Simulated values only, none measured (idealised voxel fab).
Name of the process module below: voxel gate over fins
The figure presents cross-section cut, which has a width of 175 nm and is divided into square cells with an edge length of 5 nm.
Cross-section = grid of square cells, listed top down in bands; band = one or more rows. Read a band's entry like this: the first values are the height of its top and the height of its bottom in nm, and what follows is the sequence of materials from left to right, each with its width in nm. Note that "blank" is empty space, and that a single material marked "all across" reaches across the band from edge to edge. We count height from 0. Below that, the starting wafer is all one material. The lowest band never ends at the bottom but goes on down; see "0 -> down" for how that is written. Graded width ("30 to 40"): value in top row of band = first number; value in bottom row = second number; row-to-row change constant. The designation "everything unchanged", where it is given for a processing step, indicates that no cell of the cross-section was altered in the course of that step. Enclosed voids (no open way to top), threshold 8 cells or more, entry "Voids, enclosed", notation width x height at distance, distance from left edge, nm. That trailing text on a step's line, after the settings, is the simulator's own remark on the step. "overlay nm" denotes, for a step that has a mask, the displacement of the mask to the right of its planned place, with negative values corresponding to the left. Read the rest as pairs. Take the cross-section before one process step, then the cross-section after it, which shows only down to the lowest band that changed. Under the pair, find the step between them and its settings. Bear in mind that pairs may come from different runs of this module on the same starting wafer: link a pair to the pair above it only where its entry headed "Incoming profile" says to.

INCOMING PROFILE
> 0 -> down = Si all across
> Voids, enclosed: none

POST-PROCESS SECTION
> 10 -> 0 = SiN all across
> All layers under 0 are left as they were.
> Voids, enclosed: none
Q: step between the cross-sections above? A: CONFORMAL_DEP: material SiN, thk nm 10

Incoming profile: this step begins from the cross-section that the pair just above shows after its step.

POST-PROCESS SECTION
> 10 -> 0 = 35 nm blank, then 15 nm SiN, then 30 nm blank, then 15 nm SiN, then 30 nm blank, then 15 nm SiN, then 35 nm blank
> All layers under 0 are left as they were.
> Voids, enclosed: none
Q: step between the cross-sections above? A: MASKED_ETCH: tone cover, mask id FINS, width nm 15, pitch nm 45, etch materials SiN, depth nm 10, overlay nm 0

Incoming profile: this step begins from the cross-section that the pair just above shows after its step.

POST-PROCESS SECTION
> 10 -> 0 = 35 nm blank, then 15 nm SiN, then 30 nm blank, then 15 nm SiN, then 30 nm blank, then 15 nm SiN, then 35 nm blank
> 0 -> -30 = 35 nm blank, then 15 nm Si, then 30 nm blank, then 15 nm Si, then 30 nm blank, then 15 nm Si, then 35 nm blank
> All layers under -30 are left as they were.
> Voids, enclosed: none
Q: step between the cross-sections above? A: MASKED_ETCH: tone cover, mask id FINS, width nm 15, pitch nm 45, etch materials Si, depth nm 30, overlay nm 0

Incoming profile: this step begins from the cross-section that the pair just above shows after its step.

POST-PROCESS SECTION
> 10 -> 0 = 35 nm blank, then 15 nm SiN, then 30 nm blank, then 15 nm SiN, then 30 nm blank, then 15 nm SiN, then 35 nm blank
> 0 -> -30 = 35 nm blank, then 5 nm SiO2, then 5 nm Si, then 5 nm SiO2, then 30 nm blank, then 5 nm SiO2, then 5 nm Si, then 5 nm SiO2, then 30 nm blank, then 5 nm SiO2, then 5 nm Si, then 5 nm SiO2, then 35 nm blank
> -30 -> -35 = 40 nm SiO2, then 5 nm Si, then 40 nm SiO2, then 5 nm Si, then 40 nm SiO2, then 5 nm Si, then 40 nm SiO2
> All layers under -35 are left as they were.
> Voids, enclosed: none
Q: step between the cross-sections above? A: OXIDIZE: depth nm 5

Incoming profile: this step begins from the cross-section that the pair just above shows after its step.

POST-PROCESS SECTION
> 15 -> 10 = SiO2 all across
> 10 -> 0 = 35 nm SiO2, then 15 nm SiN, then 30 nm SiO2, then 15 nm SiN, then 30 nm SiO2, then 15 nm SiN, then 35 nm SiO2
> 0 -> -35 = 40 nm SiO2, then 5 nm Si, then 40 nm SiO2, then 5 nm Si, then 40 nm SiO2, then 5 nm Si, then 40 nm SiO2
> All layers under -35 are left as they were.
> Voids, enclosed: none
Q: step between the cross-sections above? A: FILL_DEP: material SiO2, thk nm 5

Incoming profile: this step begins from the cross-section that the pair just above shows after its step.

POST-PROCESS SECTION
> 10 -> 0 = 35 nm SiO2, then 15 nm SiN, then 30 nm SiO2, then 15 nm SiN, then 30 nm SiO2, then 15 nm SiN, then 35 nm SiO2
> All layers under 0 are left as they were.
> Voids, enclosed: none
Q: step between the cross-sections above? A: CMP: height nm 10

Incoming profile: this step begins from the cross-section that the pair just above shows after its step.

POST-PROCESS SECTION
> 10 -> 0 = 35 nm blank, then 15 nm SiN, then 30 nm blank, then 15 nm SiN, then 30 nm blank, then 15 nm SiN, then 35 nm blank
> 0 -> -10 = 40 nm blank, then 5 nm Si, then 40 nm blank, then 5 nm Si, then 40 nm blank, then 5 nm Si, then 40 nm blank
> All layers under -10 are left as they were.
> Voids, enclosed: none
Q: step between the cross-sections above? A: SELECTIVE_ETCH: etch materials SiO2, depth nm 20

Incoming profile: this step begins from the cross-section that the pair just above shows after its step.

POST-PROCESS SECTION
> 0 -> -10 = 40 nm blank, then 5 nm Si, then 40 nm blank, then 5 nm Si, then 40 nm blank, then 5 nm Si, then 40 nm blank
> All layers under -10 are left as they were.
> Voids, enclosed: none
Q: step between the cross-sections above? A: STRIP: etch materials SiN

Incoming profile: this step begins from the cross-section that the pair just above shows after its step.

POST-PROCESS SECTION
> 5 -> 0 = 35 nm blank, then 15 nm HfO2, then 30 nm blank, then 15 nm HfO2, then 30 nm blank, then 15 nm HfO2, then 35 nm blank
> 0 -> -5 = 35 nm blank, then 5 nm HfO2, then 5 nm Si, then 5 nm HfO2, then 30 nm blank, then 5 nm HfO2, then 5 nm Si, then 5 nm HfO2, then 30 nm blank, then 5 nm HfO2, then 5 nm Si, then 5 nm HfO2, then 35 nm blank
> -5 -> -10 = 40 nm HfO2, then 5 nm Si, then 40 nm HfO2, then 5 nm Si, then 40 nm HfO2, then 5 nm Si, then 40 nm HfO2
> All layers under -10 are left as they were.
> Voids, enclosed: none
Q: step between the cross-sections above? A: CONFORMAL_DEP: material HfO2, thk nm 5

Incoming profile: this step begins from the cross-section that the pair just above shows after its step.

POST-PROCESS SECTION
> 10 -> 5 = 30 nm blank, then 25 nm TiN, then 20 nm blank, then 25 nm TiN, then 20 nm blank, then 25 nm TiN, then 30 nm blank
> 5 -> 0 = 30 nm blank, then 5 nm TiN, then 15 nm HfO2, then 5 nm TiN, then 20 nm blank, then 5 nm TiN, then 15 nm HfO2, then 5 nm TiN, then 20 nm blank, then 5 nm TiN, then 15 nm HfO2, then 5 nm TiN, then 30 nm blank
> 0 -> -5 = 35 nm TiN, then 5 nm HfO2, then 5 nm Si, then 5 nm HfO2, then 30 nm TiN, then 5 nm HfO2, then 5 nm Si, then 5 nm HfO2, then 30 nm TiN, then 5 nm HfO2, then 5 nm Si, then 5 nm HfO2, then 35 nm TiN
> All layers under -5 are left as they were.
> Voids, enclosed: none
Q: step between the cross-sections above? A: CONFORMAL_DEP: material TiN, thk nm 5

Incoming profile: this step begins from the cross-section that the pair just above shows after its step.

POST-PROCESS SECTION
> 15 -> 10 = 25 nm blank, then 35 nm TiAl, then 10 nm blank, then 35 nm TiAl, then 10 nm blank, then 35 nm TiAl, then 25 nm blank
> 10 -> 5 = 25 nm blank, then 5 nm TiAl, then 25 nm TiN, then 5 nm TiAl, then 10 nm blank, then 5 nm TiAl, then 25 nm TiN, then 5 nm TiAl, then 10 nm blank, then 5 nm TiAl, then 25 nm TiN, then 5 nm TiAl, then 25 nm blank
> 5 -> 0 = 30 nm TiAl, then 5 nm TiN, then 15 nm HfO2, then 5 nm TiN, then 20 nm TiAl, then 5 nm TiN, then 15 nm HfO2, then 5 nm TiN, then 20 nm TiAl, then 5 nm TiN, then 15 nm HfO2, then 5 nm TiN, then 30 nm TiAl
> All layers under 0 are left as they were.
> Voids, enclosed: none
Q: step between the cross-sections above? A: CONFORMAL_DEP: material TiAl, thk nm 5

Incoming profile: this step begins from the cross-section that the pair just above shows after its step.

POST-PROCESS SECTION
> 20 -> 15 = 20 nm blank, then 135 nm TiN, then 20 nm blank
> 15 -> 10 = 20 nm blank, then 5 nm TiN, then 35 nm TiAl, then 10 nm TiN, then 35 nm TiAl, then 10 nm TiN, then 35 nm TiAl, then 5 nm TiN, then 20 nm blank
> 10 -> 5 = 25 nm TiN, then 5 nm TiAl, then 25 nm TiN, then 5 nm TiAl, then 10 nm TiN, then 5 nm TiAl, then 25 nm TiN, then 5 nm TiAl, then 10 nm TiN, then 5 nm TiAl, then 25 nm TiN, then 5 nm TiAl, then 25 nm TiN
> All layers under 5 are left as they were.
> Voids, enclosed: none
Q: step between the cross-sections above? A: CONFORMAL_DEP: material TiN, thk nm 5

Incoming profile: this step begins from the cross-section that the pair just above shows after its step.

POST-PROCESS SECTION
> 30 -> 20 = W all across
> 20 -> 15 = 20 nm W, then 135 nm TiN, then 20 nm W
> 15 -> 10 = 20 nm W, then 5 nm TiN, then 35 nm TiAl, then 10 nm TiN, then 35 nm TiAl, then 10 nm TiN, then 35 nm TiAl, then 5 nm TiN, then 20 nm W
> All layers under 10 are left as they were.
> Voids, enclosed: none
Q: step between the cross-sections above? A: FILL_DEP: material W, thk nm 10

Incoming profile: this step begins from the cross-section that the pair just above shows after its step.

POST-PROCESS SECTION
> 25 -> 20 = W all across
> All layers under 20 are left as they were.
> Voids, enclosed: none
Q: step between the cross-sections above? A: CMP: height nm 25

Incoming profile: this step begins from the cross-section that the pair just above shows after its step.

POST-PROCESS SECTION
> 30 -> 25 = SiCN all across
> All layers under 25 are left as they were.
> Voids, enclosed: none
Q: step between the cross-sections above? A: CONFORMAL_DEP: material SiCN, thk nm 5

INCOMING PROFILE
> 0 -> -10 = 40 nm blank, then 5 nm Si, then 40 nm blank, then 5 nm Si, then 40 nm blank, then 5 nm Si, then 40 nm blank
> -10 -> -35 = 40 nm SiO2, then 5 nm Si, then 40 nm SiO2, then 5 nm Si, then 40 nm SiO2, then 5 nm Si, then 40 nm SiO2
> -35 -> down = Si all across
> Voids, enclosed: none

POST-PROCESS SECTION
> 5 -> 0 = 35 nm blank, then 15 nm TiN, then 30 nm blank, then 15 nm TiN, then 30 nm blank, then 15 nm TiN, then 35 nm blank
> 0 -> -5 = 35 nm blank, then 5 nm TiN, then 5 nm Si, then 5 nm TiN, then 30 nm blank, then 5 nm TiN, then 5 nm Si, then 5 nm TiN, then 30 nm blank, then 5 nm TiN, then 5 nm Si, then 5 nm TiN, then 35 nm blank
> -5 -> -10 = 40 nm TiN, then 5 nm Si, then 40 nm TiN, then 5 nm Si, then 40 nm TiN, then 5 nm Si, then 40 nm TiN
> All layers under -10 are left as they were.
> Voids, enclosed: none
Q: step between the cross-sections above? A: CONFORMAL_DEP: material TiN, thk nm 5

Incoming profile: this step begins from the cross-section that the pair just above shows after its step.

POST-PROCESS SECTION
> 10 -> 5 = 30 nm blank, then 25 nm TiAl, then 20 nm blank, then 25 nm TiAl, then 20 nm blank, then 25 nm TiAl, then 30 nm blank
> 5 -> 0 = 30 nm blank, then 5 nm TiAl, then 15 nm TiN, then 5 nm TiAl, then 20 nm blank, then 5 nm TiAl, then 15 nm TiN, then 5 nm TiAl, then 20 nm blank, then 5 nm TiAl, then 15 nm TiN, then 5 nm TiAl, then 30 nm blank
> 0 -> -5 = 35 nm TiAl, then 5 nm TiN, then 5 nm Si, then 5 nm TiN, then 30 nm TiAl, then 5 nm TiN, then 5 nm Si, then 5 nm TiN, then 30 nm TiAl, then 5 nm TiN, then 5 nm Si, then 5 nm TiN, then 35 nm TiAl
> All layers under -5 are left as they were.
> Voids, enclosed: none
Q: step between the cross-sections above? A: CONFORMAL_DEP: material TiAl, thk nm 5

Incoming profile: this step begins from the cross-section that the pair just above shows after its step.

POST-PROCESS SECTION
> 15 -> 10 = 25 nm blank, then 35 nm TiN, then 10 nm blank, then 35 nm TiN, then 10 nm blank, then 35 nm TiN, then 25 nm blank
> 10 -> 5 = 25 nm blank, then 5 nm TiN, then 25 nm TiAl, then 5 nm TiN, then 10 nm blank, then 5 nm TiN, then 25 nm TiAl, then 5 nm TiN, then 10 nm blank, then 5 nm TiN, then 25 nm TiAl, then 5 nm TiN, then 25 nm blank
> 5 -> 0 = 30 nm TiN, then 5 nm TiAl, then 15 nm TiN, then 5 nm TiAl, then 20 nm TiN, then 5 nm TiAl, then 15 nm TiN, then 5 nm TiAl, then 20 nm TiN, then 5 nm TiAl, then 15 nm TiN, then 5 nm TiAl, then 30 nm TiN
> All layers under 0 are left as they were.
> Voids, enclosed: none
Q: step between the cross-sections above? A: CONFORMAL_DEP: material TiN, thk nm 5

Incoming profile: this step begins from the cross-section that the pair just above shows after its step.

POST-PROCESS SECTION
> 25 -> 15 = W all across
> 15 -> 10 = 25 nm W, then 35 nm TiN, then 10 nm W, then 35 nm TiN, then 10 nm W, then 35 nm TiN, then 25 nm W
> 10 -> 5 = 25 nm W, then 5 nm TiN, then 25 nm TiAl, then 5 nm TiN, then 10 nm W, then 5 nm TiN, then 25 nm TiAl, then 5 nm TiN, then 10 nm W, then 5 nm TiN, then 25 nm TiAl, then 5 nm TiN, then 25 nm W
> All layers under 5 are left as they were.
> Voids, enclosed: none
Q: step between the cross-sections above? A: FILL_DEP: material W, thk nm 10

Incoming profile: this step begins from the cross-section that the pair just above shows after its step.

POST-PROCESS SECTION
> 30 -> 25 = SiCN all across
> All layers under 25 are left as they were.
> Voids, enclosed: none
Q: step between the cross-sections above? A: CONFORMAL_DEP: material SiCN, thk nm 5

INCOMING PROFILE
> 10 -> 0 = 35 nm blank, then 15 nm SiN, then 30 nm blank, then 15 nm SiN, then 30 nm blank, then 15 nm SiN, then 35 nm blank
> 0 -> -30 = 35 nm blank, then 15 nm Si, then 30 nm blank, then 15 nm Si, then 30 nm blank, then 15 nm Si, then 35 nm blank
> -30 -> down = Si all across
> Voids, enclosed: none

POST-PROCESS SECTION
> 10 -> 0 = 35 nm blank, then 15 nm SiN, then 30 nm blank, then 15 nm SiN, then 30 nm blank, then 15 nm SiN, then 35 nm blank
> 0 -> -60 = 35 nm blank, then 15 nm Si, then 30 nm blank, then 15 nm Si, then 30 nm blank, then 15 nm Si, then 35 nm blank
> All layers under -60 are left as they were.
> Voids, enclosed: none
Q: step between the cross-sections above? A: MASKED_ETCH: tone cover, mask id FINS, width nm 15, pitch nm 45, etch materials Si, depth nm 30, overlay nm 0

Incoming profile: this step begins from the cross-section that the pair just above shows after its step.

POST-PROCESS SECTION
> 10 -> 0 = 35 nm blank, then 15 nm SiN, then 30 nm blank, then 15 nm SiN, then 30 nm blank, then 15 nm SiN, then 35 nm blank
> 0 -> -60 = 35 nm blank, then 5 nm SiO2, then 5 nm Si, then 5 nm SiO2, then 30 nm blank, then 5 nm SiO2, then 5 nm Si, then 5 nm SiO2, then 30 nm blank, then 5 nm SiO2, then 5 nm Si, then 5 nm SiO2, then 35 nm blank
> -60 -> -65 = 40 nm SiO2, then 5 nm Si, then 40 nm SiO2, then 5 nm Si, then 40 nm SiO2, then 5 nm Si, then 40 nm SiO2
> All layers under -65 are left as they were.
> Voids, enclosed: none
Q: step between the cross-sections above? A: OXIDIZE: depth nm 5

Incoming profile: this step begins from the cross-section that the pair just above shows after its step.

POST-PROCESS SECTION
> 15 -> 10 = SiO2 all across
> 10 -> 0 = 35 nm SiO2, then 15 nm SiN, then 30 nm SiO2, then 15 nm SiN, then 30 nm SiO2, then 15 nm SiN, then 35 nm SiO2
> 0 -> -65 = 40 nm SiO2, then 5 nm Si, then 40 nm SiO2, then 5 nm Si, then 40 nm SiO2, then 5 nm Si, then 40 nm SiO2
> All layers under -65 are left as they were.
> Voids, enclosed: none
Q: step between the cross-sections above? A: FILL_DEP: material SiO2, thk nm 5

Incoming profile: this step begins from the cross-section that the pair just above shows after its step.

POST-PROCESS SECTION
> 10 -> 0 = 35 nm SiO2, then 15 nm SiN, then 30 nm SiO2, then 15 nm SiN, then 30 nm SiO2, then 15 nm SiN, then 35 nm SiO2
> All layers under 0 are left as they were.
> Voids, enclosed: none
Q: step between the cross-sections above? A: CMP: height nm 10

Incoming profile: this step begins from the cross-section that the pair just above shows after its step.

POST-PROCESS SECTION
> 10 -> 0 = 35 nm blank, then 15 nm SiN, then 30 nm blank, then 15 nm SiN, then 30 nm blank, then 15 nm SiN, then 35 nm blank
> 0 -> -10 = 40 nm blank, then 5 nm Si, then 40 nm blank, then 5 nm Si, then 40 nm blank, then 5 nm Si, then 40 nm blank
> All layers under -10 are left as they were.
> Voids, enclosed: none
Q: step between the cross-sections above? A: SELECTIVE_ETCH: etch materials SiO2, depth nm 20

Incoming profile: this step begins from the cross-section that the pair just above shows after its step.

POST-PROCESS SECTION
> 0 -> -10 = 40 nm blank, then 5 nm Si, then 40 nm blank, then 5 nm Si, then 40 nm blank, then 5 nm Si, then 40 nm blank
> All layers under -10 are left as they were.
> Voids, enclosed: none
Q: step between the cross-sections above? A: STRIP: etch materials SiN

Incoming profile: this step begins from the cross-section that the pair just above shows after its step.

POST-PROCESS SECTION
> 5 -> 0 = 35 nm blank, then 15 nm HfO2, then 30 nm blank, then 15 nm HfO2, then 30 nm blank, then 15 nm HfO2, then 35 nm blank
> 0 -> -5 = 35 nm blank, then 5 nm HfO2, then 5 nm Si, then 5 nm HfO2, then 30 nm blank, then 5 nm HfO2, then 5 nm Si, then 5 nm HfO2, then 30 nm blank, then 5 nm HfO2, then 5 nm Si, then 5 nm HfO2, then 35 nm blank
> -5 -> -10 = 40 nm HfO2, then 5 nm Si, then 40 nm HfO2, then 5 nm Si, then 40 nm HfO2, then 5 nm Si, then 40 nm HfO2
> All layers under -10 are left as they were.
> Voids, enclosed: none
Q: step between the cross-sections above? A: CONFORMAL_DEP: material HfO2, thk nm 5

Incoming profile: this step begins from the cross-section that the pair just above shows after its step.

POST-PROCESS SECTION
> 10 -> 5 = 30 nm blank, then 25 nm TiN, then 20 nm blank, then 25 nm TiN, then 20 nm blank, then 25 nm TiN, then 30 nm blank
> 5 -> 0 = 30 nm blank, then 5 nm TiN, then 15 nm HfO2, then 5 nm TiN, then 20 nm blank, then 5 nm TiN, then 15 nm HfO2, then 5 nm TiN, then 20 nm blank, then 5 nm TiN, then 15 nm HfO2, then 5 nm TiN, then 30 nm blank
> 0 -> -5 = 35 nm TiN, then 5 nm HfO2, then 5 nm Si, then 5 nm HfO2, then 30 nm TiN, then 5 nm HfO2, then 5 nm Si, then 5 nm HfO2, then 30 nm TiN, then 5 nm HfO2, then 5 nm Si, then 5 nm HfO2, then 35 nm TiN
> All layers under -5 are left as they were.
> Voids, enclosed: none
Q: step between the cross-sections above? A: CONFORMAL_DEP: material TiN, thk nm 5

Incoming profile: this step begins from the cross-section that the pair just above shows after its step.

POST-PROCESS SECTION
> 15 -> 10 = 25 nm blank, then 35 nm TiAl, then 10 nm blank, then 35 nm TiAl, then 10 nm blank, then 35 nm TiAl, then 25 nm blank
> 10 -> 5 = 25 nm blank, then 5 nm TiAl, then 25 nm TiN, then 5 nm TiAl, then 10 nm blank, then 5 nm TiAl, then 25 nm TiN, then 5 nm TiAl, then 10 nm blank, then 5 nm TiAl, then 25 nm TiN, then 5 nm TiAl, then 25 nm blank
> 5 -> 0 = 30 nm TiAl, then 5 nm TiN, then 15 nm HfO2, then 5 nm TiN, then 20 nm TiAl, then 5 nm TiN, then 15 nm HfO2, then 5 nm TiN, then 20 nm TiAl, then 5 nm TiN, then 15 nm HfO2, then 5 nm TiN, then 30 nm TiAl
> All layers under 0 are left as they were.
> Voids, enclosed: none
Q: step between the cross-sections above? A: CONFORMAL_DEP: material TiAl, thk nm 5

Incoming profile: this step begins from the cross-section that the pair just above shows after its step.

POST-PROCESS SECTION
> 20 -> 15 = 20 nm blank, then 135 nm TiN, then 20 nm blank
> 15 -> 10 = 20 nm blank, then 5 nm TiN, then 35 nm TiAl, then 10 nm TiN, then 35 nm TiAl, then 10 nm TiN, then 35 nm TiAl, then 5 nm TiN, then 20 nm blank
> 10 -> 5 = 25 nm TiN, then 5 nm TiAl, then 25 nm TiN, then 5 nm TiAl, then 10 nm TiN, then 5 nm TiAl, then 25 nm TiN, then 5 nm TiAl, then 10 nm TiN, then 5 nm TiAl, then 25 nm TiN, then 5 nm TiAl, then 25 nm TiN
> All layers under 5 are left as they were.
> Voids, enclosed: none
Q: step between the cross-sections above? A: CONFORMAL_DEP: material TiN, thk nm 5

Incoming profile: this step begins from the cross-section that the pair just above shows after its step.

POST-PROCESS SECTION
> 30 -> 20 = W all across
> 20 -> 15 = 20 nm W, then 135 nm TiN, then 20 nm W
> 15 -> 10 = 20 nm W, then 5 nm TiN, then 35 nm TiAl, then 10 nm TiN, then 35 nm TiAl, then 10 nm TiN, then 35 nm TiAl, then 5 nm TiN, then 20 nm W
> All layers under 10 are left as they were.
> Voids, enclosed: none
Q: step between the cross-sections above? A: FILL_DEP: material W, thk nm 10

Incoming profile: this step begins from the cross-section that the pair just above shows after its step.

POST-PROCESS SECTION
> 25 -> 20 = W all across
> All layers under 20 are left as they were.
> Voids, enclosed: none
Q: step between the cross-sections above? A: CMP: height nm 25

Incoming profile: this step begins from the cross-section that the pair just above shows after its step.

POST-PROCESS SECTION
> 30 -> 25 = SiCN all across
> All layers under 25 are left as they were.
> Voids, enclosed: none
Q: step between the cross-sections above? A: CONFORMAL_DEP: material SiCN, thk nm 5

INCOMING PROFILE
> 5 -> 0 = 35 nm blank, then 15 nm TiN, then 30 nm blank, then 15 nm TiN, then 30 nm blank, then 15 nm TiN, then 35 nm blank
> 0 -> -5 = 35 nm blank, then 5 nm TiN, then 5 nm Si, then 5 nm TiN, then 30 nm blank, then 5 nm TiN, then 5 nm Si, then 5 nm TiN, then 30 nm blank, then 5 nm TiN, then 5 nm Si, then 5 nm TiN, then 35 nm blank
> -5 -> -10 = 40 nm TiN, then 5 nm Si, then 40 nm TiN, then 5 nm Si, then 40 nm TiN, then 5 nm Si, then 40 nm TiN
> -10 -> -35 = 40 nm SiO2, then 5 nm Si, then 40 nm SiO2, then 5 nm Si, then 40 nm SiO2, then 5 nm Si, then 40 nm SiO2
> -35 -> down = Si all across
> Voids, enclosed: none

POST-PROCESS SECTION
> 10 -> 5 = 30 nm blank, then 25 nm HfO2, then 20 nm blank, then 25 nm HfO2, then 20 nm blank, then 25 nm HfO2, then 30 nm blank
> 5 -> 0 = 30 nm blank, then 5 nm HfO2, then 15 nm TiN, then 5 nm HfO2, then 20 nm blank, then 5 nm HfO2, then 15 nm TiN, then 5 nm HfO2, then 20 nm blank, then 5 nm HfO2, then 15 nm TiN, then 5 nm HfO2, then 30 nm blank
> 0 -> -5 = 35 nm HfO2, then 5 nm TiN, then 5 nm Si, then 5 nm TiN, then 30 nm HfO2, then 5 nm TiN, then 5 nm Si, then 5 nm TiN, then 30 nm HfO2, then 5 nm TiN, then 5 nm Si, then 5 nm TiN, then 35 nm HfO2
> All layers under -5 are left as they were.
> Voids, enclosed: none
Q: step between the cross-sections above? A: CONFORMAL_DEP: material HfO2, thk nm 5

Incoming profile: this step begins from the cross-section that the pair just above shows after its step.

POST-PROCESS SECTION
> 15 -> 10 = 25 nm blank, then 35 nm TiAl, then 10 nm blank, then 35 nm TiAl, then 10 nm blank, then 35 nm TiAl, then 25 nm blank
> 10 -> 5 = 25 nm blank, then 5 nm TiAl, then 25 nm HfO2, then 5 nm TiAl, then 10 nm blank, then 5 nm TiAl, then 25 nm HfO2, then 5 nm TiAl, then 10 nm blank, then 5 nm TiAl, then 25 nm HfO2, then 5 nm TiAl, then 25 nm blank
> 5 -> 0 = 30 nm TiAl, then 5 nm HfO2, then 15 nm TiN, then 5 nm HfO2, then 20 nm TiAl, then 5 nm HfO2, then 15 nm TiN, then 5 nm HfO2, then 20 nm TiAl, then 5 nm HfO2, then 15 nm TiN, then 5 nm HfO2, then 30 nm TiAl
> All layers under 0 are left as they were.
> Voids, enclosed: none
Q: step between the cross-sections above? A: CONFORMAL_DEP: material TiAl, thk nm 5

Incoming profile: this step begins from the cross-section that the pair just above shows after its step.

POST-PROCESS SECTION
> 20 -> 15 = 20 nm blank, then 135 nm TiN, then 20 nm blank
> 15 -> 10 = 20 nm blank, then 5 nm TiN, then 35 nm TiAl, then 10 nm TiN, then 35 nm TiAl, then 10 nm TiN, then 35 nm TiAl, then 5 nm TiN, then 20 nm blank
> 10 -> 5 = 25 nm TiN, then 5 nm TiAl, then 25 nm HfO2, then 5 nm TiAl, then 10 nm TiN, then 5 nm TiAl, then 25 nm HfO2, then 5 nm TiAl, then 10 nm TiN, then 5 nm TiAl, then 25 nm HfO2, then 5 nm TiAl, then 25 nm TiN
> All layers under 5 are left as they were.
> Voids, enclosed: none
Q: step between the cross-sections above? A: CONFORMAL_DEP: material TiN, thk nm 5

Incoming profile: this step begins from the cross-section that the pair just above shows after its step.

POST-PROCESS SECTION
> 30 -> 20 = W all across
> 20 -> 15 = 20 nm W, then 135 nm TiN, then 20 nm W
> 15 -> 10 = 20 nm W, then 5 nm TiN, then 35 nm TiAl, then 10 nm TiN, then 35 nm TiAl, then 10 nm TiN, then 35 nm TiAl, then 5 nm TiN, then 20 nm W
> All layers under 10 are left as they were.
> Voids, enclosed: none
Q: step between the cross-sections above? A: FILL_DEP: material W, thk nm 10

Incoming profile: this step begins from the cross-section that the pair just above shows after its step.

POST-PROCESS SECTION
> 25 -> 20 = W all across
> All layers under 20 are left as they were.
> Voids, enclosed: none
Q: step between the cross-sections above? A: CMP: height nm 25

Incoming profile: this step begins from the cross-section that the pair just above shows after its step.

POST-PROCESS SECTION
> 30 -> 25 = SiCN all across
> All layers under 25 are left as they were.
> Voids, enclosed: none
Q: step between the cross-sections above? A: CONFORMAL_DEP: material SiCN, thk nm 5

INCOMING PROFILE
> 10 -> 0 = 35 nm SiO2, then 15 nm SiN, then 30 nm SiO2, then 15 nm SiN, then 30 nm SiO2, then 15 nm SiN, then 35 nm SiO2
> 0 -> -35 = 40 nm SiO2, then 5 nm Si, then 40 nm SiO2, then 5 nm Si, then 40 nm SiO2, then 5 nm Si, then 40 nm SiO2
> -35 -> down = Si all across
> Voids, enclosed: none

POST-PROCESS SECTION
> 10 -> 0 = 35 nm blank, then 15 nm SiN, then 30 nm blank, then 15 nm SiN, then 30 nm blank, then 15 nm SiN, then 35 nm blank
> All layers under 0 are left as they were.
> Voids, enclosed: none
Q: step between the cross-sections above? A: SELECTIVE_ETCH: etch materials SiO2, depth nm 10

Incoming profile: this step begins from the cross-section that the pair just above shows after its step.

POST-PROCESS SECTION
> 0 -> -35 = 40 nm SiO2, then 5 nm Si, then 40 nm SiO2, then 5 nm Si, then 40 nm SiO2, then 5 nm Si, then 40 nm SiO2
> All layers under -35 are left as they were.
> Voids, enclosed: none
Q: step between the cross-sections above? A: STRIP: etch materials SiN

Incoming profile: this step begins from the cross-section that the pair just above shows after its step.

POST-PROCESS SECTION
> 5 -> 0 = HfO2 all across
> All layers under 0 are left as they were.
> Voids, enclosed: none
Q: step between the cross-sections above? A: CONFORMAL_DEP: material HfO2, thk nm 5

Incoming profile: this step begins from the cross-section that the pair just above shows after its step.

POST-PROCESS SECTION
> 10 -> 5 = TiN all across
> All layers under 5 are left as they were.
> Voids, enclosed: none
Q: step between the cross-sections above? A: CONFORMAL_DEP: material TiN, thk nm 5

Incoming profile: this step begins from the cross-section that the pair just above shows after its step.

POST-PROCESS SECTION
> 15 -> 10 = TiAl all across
> All layers under 10 are left as they were.
> Voids, enclosed: none
Q: step between the cross-sections above? A: CONFORMAL_DEP: material TiAl, thk nm 5

Incoming profile: this step begins from the cross-section that the pair just above shows after its step.

POST-PROCESS SECTION
> 20 -> 15 = TiN all across
> All layers under 15 are left as they were.
> Voids, enclosed: none
Q: step between the cross-sections above? A: CONFORMAL_DEP: material TiN, thk nm 5

Incoming profile: this step begins from the cross-section that the pair just above shows after its step.

POST-PROCESS SECTION
> 30 -> 20 = W all across
> All layers under 20 are left as they were.
> Voids, enclosed: none
Q: step between the cross-sections above? A: FILL_DEP: material W, thk nm 10

Incoming profile: this step begins from the cross-section that the pair just above shows after its step.

POST-PROCESS SECTION
> 25 -> 20 = W all across
> All layers under 20 are left as they were.
> Voids, enclosed: none
Q: step between the cross-sections above? A: CMP: height nm 25

Incoming profile: this step begins from the cross-section that the pair just above shows after its step.

POST-PROCESS SECTION
> 30 -> 25 = SiCN all across
> All layers under 25 are left as they were.
> Voids, enclosed: none
Q: step between the cross-sections above? A: CONFORMAL_DEP: material SiCN, thk nm 5

INCOMING PROFILE
> 10 -> 0 = SiN all across
> 0 -> down = Si all across
> Voids, enclosed: none

POST-PROCESS SECTION
> 10 -> 0 = 35 nm blank, then 20 nm SiN, then 25 nm blank, then 20 nm SiN, then 25 nm blank, then 20 nm SiN, then 30 nm blank
> All layers under 0 are left as they were.
> Voids, enclosed: none
Q: step between the cross-sections above? A: MASKED_ETCH: tone cover, mask id FINS, width nm 20, pitch nm 45, etch materials SiN, depth nm 10, overlay nm 0

Incoming profile: this step begins from the cross-section that the pair just above shows after its step.

POST-PROCESS SECTION
> 10 -> 0 = 35 nm blank, then 20 nm SiN, then 25 nm blank, then 20 nm SiN, then 25 nm blank, then 20 nm SiN, then 30 nm blank
> 0 -> -30 = 35 nm blank, then 20 nm Si, then 25 nm blank, then 20 nm Si, then 25 nm blank, then 20 nm Si, then 30 nm blank
> All layers under -30 are left as they were.
> Voids, enclosed: none
Q: step between the cross-sections above? A: MASKED_ETCH: tone cover, mask id FINS, width nm 15, pitch nm 45, etch materials Si, depth nm 30, overlay nm 0

Incoming profile: this step begins from the cross-section that the pair just above shows after its step.

POST-PROCESS SECTION
> 10 -> 0 = 35 nm blank, then 20 nm SiN, then 25 nm blank, then 20 nm SiN, then 25 nm blank, then 20 nm SiN, then 30 nm blank
> 0 -> -30 = 35 nm blank, then 5 nm SiO2, then 10 nm Si, then 5 nm SiO2, then 25 nm blank, then 5 nm SiO2, then 10 nm Si, then 5 nm SiO2, then 25 nm blank, then 5 nm SiO2, then 10 nm Si, then 5 nm SiO2, then 30 nm blank
> -30 -> -35 = 40 nm SiO2, then 10 nm Si, then 35 nm SiO2, then 10 nm Si, then 35 nm SiO2, then 10 nm Si, then 35 nm SiO2
> All layers under -35 are left as they were.
> Voids, enclosed: none
Q: step between the cross-sections above? A: OXIDIZE: depth nm 5
